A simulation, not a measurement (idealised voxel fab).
voxel air gaps: a process module
This is section cut - it's 255 nm across, gridded in 5 nm square cells.
If you're reading a cross-section in this doc, picture square cells in a grid; it comes to you as bands, top ones listed first down to the bottom, and a band can be one or more rows of cells.
First you get the band's top height and its bottom height, in nm, and then the materials it's made of, left to right, with each width in nm. If you see a single material with "all across", that one covers the band edge to edge. "blank" is empty space.
Ref level 0: as-received wafer is one material below here. Bottom band extends down with no lower bound ("0..down").
The expression "30 to 40" gives the width at the extremes of the band, the first number at its top row of cells and the second at its bottom row, with the width changing by equal amounts from each row to the next in between.
Step marked "nothing got changed"? Then no cell in the cross-section changed in it.
For the entry "Enclosed void listing", the listed items are empty spaces with no open way to the top whose size is 8 cells or more; each item follows the pattern width x height at distance, where distance is from the left edge and all three are in nm.
Heads up: the bit after the settings on a step's line is the simulator's remark on that step.
overlay nm: step with mask; distance mask lay right of planned place; negative value = left of planned place.

-- Planned step list for the process
| 1 | RECEIVE, material Si |
| 2 | CONFORMAL_DEP, material SiO2, thk nm 15 |
| 3 | CONFORMAL_DEP, material SiN, thk nm 5 |
| 4 | DIRECTIONAL_DEP, material SiO2, thk nm 35 |
| 5 | MASKED_ETCH, tone open, mask id LINES, width nm 15, pitch nm 45, etch materials SiO2, depth nm 35, overlay nm -15 |
| 6 | CONFORMAL_DEP, material TiN, thk nm 5 |
| 7 | FILL_DEP, material W, thk nm 10 |
| 8 | CMP, height nm 55 |
| 9 | EPI, material Ru, thk nm 10 |
| 10 | SELECTIVE_ETCH, etch materials SiO2, depth nm 45 |
| 11 | CONFORMAL_DEP, material SiN, thk nm 5 |
Every wafer here starts from the same state; it is the step 5 overlay nm that distinguishes them, and the value the plan gives belongs to the first wafer.

-- Cross-section of the first incoming wafer of several, state after step 1
  0..down | Si all across
  Enclosed void listing: none

-- Below: a row per wafer. Contents at end of module: for every material, cells gained since receipt (+) or lost since receipt (-); then closed voids
overlay nm -15, +56 Ru, +206 SiN, +153 SiO2, +60 TiN, +24 W, Enclosed void listing: 20 x 25 at 55; 20 x 25 at 100; 20 x 25 at 145
overlay nm -10, +56 Ru, +206 SiN, +153 SiO2, +60 TiN, +24 W, Enclosed void listing: 20 x 25 at 60; 20 x 25 at 105; 20 x 25 at 150
overlay nm -5, +56 Ru, +206 SiN, +153 SiO2, +60 TiN, +24 W, Enclosed void listing: 20 x 25 at 65; 20 x 25 at 110; 20 x 25 at 155
overlay nm 0, +56 Ru, +206 SiN, +153 SiO2, +60 TiN, +24 W, Enclosed void listing: 20 x 25 at 70; 20 x 25 at 115; 20 x 25 at 160
overlay nm 5, +56 Ru, +206 SiN, +153 SiO2, +60 TiN, +24 W, Enclosed void listing: 20 x 25 at 75; 20 x 25 at 120; 20 x 25 at 165
overlay nm 10, +56 Ru, +206 SiN, +153 SiO2, +60 TiN, +24 W, Enclosed void listing: 20 x 25 at 80; 20 x 25 at 125; 20 x 25 at 170
overlay nm 15, +56 Ru, +206 SiN, +153 SiO2, +60 TiN, +24 W, Enclosed void listing: 20 x 25 at 85; 20 x 25 at 130; 20 x 25 at 175
